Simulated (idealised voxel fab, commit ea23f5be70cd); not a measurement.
voxel ribs on slabs: a process module
The width of the displayed cross-section, cut, is 220 nm; its cells are square, with a size of 5 nm.
A cross-section is a grid of square cells, given in bands from the top down. A band is one or more rows of cells.
Read a band's entry like this: the first values are the height of its top and the height of its bottom in nm, and what follows is the sequence of materials from left to right, each with its width in nm. Note that "blank" is empty space, and that a single material marked "everywhere" reaches across the band from edge to edge.
Height reference: 0 = level under which incoming wafer is all one material. Lowest band: no bottom, runs on downward, e.g. "0..down".
So if you see something like "30->40" for the width, read it as the top row of the band sitting at the first number and the bottom row at the second, with every row in between moving by the same amount as the last.
The designation "remains unaltered", where it is given for a processing step, indicates that no cell of the cross-section was altered in the course of that step.
The list in "Unvented voids" covers empty spaces of 8 cells or more that cannot reach the top through any open way, and it gives each as width x height at distance; the distance is from the left edge, and width, height and distance are in nm.
Text after the settings on a step's line: the simulator's own remark on that step.
Regarding "overlay nm": on a step with a mask, it is the distance the mask lay to the right of its planned place; a negative value places it to the left.

PLAN
| 1 | RECEIVE (material Si) |
| 2 | DIRECTIONAL_DEP (material SiO2; thk nm 20) |
| 3 | DIRECTIONAL_DEP (material polySi; thk nm 25) |
| 4 | PATTERN (tone cover; mask id RIB; material resist; width nm 25; thk nm 20; overlay nm 0) |
| 5 | DIRECTIONAL_ETCH (etch materials polySi; depth nm 5) |
| 6 | STRIP (etch materials resist) |
| 7 | MASKED_ETCH (tone cover; mask id SLAB; width nm 75; etch materials polySi; depth nm 20; overlay nm 0) |
| 8 | FILL_DEP (material SiO2; thk nm 20) |
| 9 | CMP (height nm 55) |
| 10 | DIRECTIONAL_DEP (material W; thk nm 10) |
| 11 | DIRECTIONAL_DEP (material aC; thk nm 10) |
| 12 | PATTERN (tone cover; mask id HEATER; material resist; width nm 35; thk nm 30; overlay nm 0) |
| 13 | DIRECTIONAL_ETCH (etch materials aC; depth nm 10) |
| 14 | STRIP (etch materials resist) |
| 15 | DIRECTIONAL_ETCH (etch materials W; depth nm 10) |
| 16 | STRIP (etch materials aC) |
| 17 | CONFORMAL_DEP (material SiN; thk nm 5) |

STEP 1 COMPLETE: CROSS-SECTION OF THE WAFER AS RECEIVED
0..down = Si everywhere
Unvented voids: none

THE PLAN ABOVE WAS CARRIED OUT ON THE STARTING STRUCTURE ABOVE WITH ONE MISTAKE, AND THIS CROSS-SECTION SHOWS THE WAFER AT THE END OF THE MODULE
65..55 = 90 of blank / 35 of W / 95 of blank
55..45 = SiO2 everywhere
45..40 = 95 of SiO2 / 25 of polySi / 100 of SiO2
40..20 = 70 of SiO2 / 75 of polySi / 75 of SiO2
20..0 = SiO2 everywhere
0..down = Si everywhere
Unvented voids: none
It is concluded that the wafer was processed incorrectly with respect to the plan, in that step 17 of the plan: omitted, not performed
